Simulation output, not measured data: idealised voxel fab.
process module | voxel capacitor over wiring
cross-section cut | 295 nm wide | cells 5 nm
A cross-section is a grid of square cells, given in bands from the top down. A band is one or more rows of cells.
Each band's line starts with the height of the band's top and of its bottom, in nm. Then come its materials from left to right, each with its width in nm. One material with "throughout" fills the band from edge to edge. "air" is empty space.
Height 0 is the level under which the wafer as received is all one material. The lowest band goes on downwards, as in "0 down".
A width such as "30 to 40" changes by the same amount from each row of cells to the next, from the band's top row to its bottom row.
"no change" after a step means that no cell of the cross-section changed.
closed voids: empty space of 8 cells or more with no open way to the top, each as width x height at its distance from the left edge, in nm
after a step's settings: what the simulator itself notes on the step
overlay nm, on a step with a mask: how far to the right of its planned place the mask lay; to the left if negative
plan
1 op RECEIVE | material Si
2 op CONFORMAL_DEP | material SiO2 | thk nm 10
3 op DIRECTIONAL_DEP | material TiN | thk nm 5
4 op DIRECTIONAL_DEP | material W | thk nm 20
5 op MASKED_ETCH | tone cover | mask id METAL_1 | width nm 30 | pitch nm 100 | etch materials W | depth nm 20 | overlay nm 0
6 op MASKED_ETCH | tone cover | mask id METAL_1 | width nm 30 | pitch nm 100 | etch materials TiN | depth nm 5 | overlay nm 0
7 op FILL_DEP | material SiO2 | thk nm 5
8 op CMP | height nm 35
9 op CONFORMAL_DEP | material SiCN | thk nm 5
10 op DIRECTIONAL_DEP | material lowk | thk nm 20
11 op MASKED_ETCH | tone open | mask id PLUG_1 | width nm 15 | etch materials lowk | depth nm 20 | overlay nm 0
12 op MASKED_ETCH | tone open | mask id PLUG_1 | width nm 15 | etch materials SiCN | depth nm 5 | overlay nm 0
13 op EPI | material Ru | thk nm 10
14 op EPI | material Ru | thk nm 10
15 op EPI | material Ru | thk nm 5
16 op DIRECTIONAL_DEP | material TiN | thk nm 5
17 op DIRECTIONAL_DEP | material Al2O3 | thk nm 5
18 op DIRECTIONAL_DEP | material TiN | thk nm 5
19 op DIRECTIONAL_DEP | material aC | thk nm 15
20 op PATTERN | tone cover | mask id UPPER_PLATE | material resist | width nm 75 | thk nm 30 | overlay nm 0
21 op DIRECTIONAL_ETCH | etch materials aC | depth nm 15
22 op STRIP | etch materials resist
23 op DIRECTIONAL_ETCH | etch materials TiN | depth nm 5
24 op DIRECTIONAL_ETCH | etch materials Al2O3 | depth nm 5
25 op STRIP | etch materials aC
26 op DIRECTIONAL_DEP | material aC | thk nm 10
27 op PATTERN | tone cover | mask id LOWER_PLATE | material resist | width nm 85 | thk nm 30 | overlay nm 0
28 op DIRECTIONAL_ETCH | etch materials aC | depth nm 10
29 op STRIP | etch materials resist
30 op DIRECTIONAL_ETCH | etch materials TiN | depth nm 5
31 op STRIP | etch materials aC
32 op FILL_DEP | material SiO2 | thk nm 20
33 op CMP | height nm 90
34 op PATTERN | tone open | mask id PLUG_2 | material resist | width nm 15 | thk nm 15 | overlay nm 0
35 op DIRECTIONAL_ETCH | etch materials SiO2 | depth nm 15
36 op STRIP | etch materials resist
37 op CONFORMAL_DEP | material TiN | thk nm 5
38 op FILL_DEP | material Ru | thk nm 10
39 op CMP | height nm 90
40 op CONFORMAL_DEP | material SiCN | thk nm 5
varied across the wafers: thk nm of step 9. The plan shows the first wafer's value. All wafers start alike
first wafer as received, after step 1
  0 down: Si throughout
  closed voids: none
each wafer at the end: cells of each material gained (+) or lost (-) since it was received, then its closed voids
thk nm 5 | +15 Al2O3 | +17 Ru | +115 SiCN | +651 SiO2 | +51 TiN | +48 W | +224 lowk | closed voids: none
thk nm 10 | +15 Al2O3 | +1 Ru | +174 SiCN | +609 SiO2 | +50 TiN | +48 W | +224 lowk | closed voids: none
thk nm 15 | +15 Al2O3 | +233 SiCN | +552 SiO2 | +49 TiN | +48 W | +224 lowk | closed voids: none
thk nm 20 | +15 Al2O3 | +292 SiCN | +495 SiO2 | +47 TiN | +48 W | +224 lowk | closed voids: none
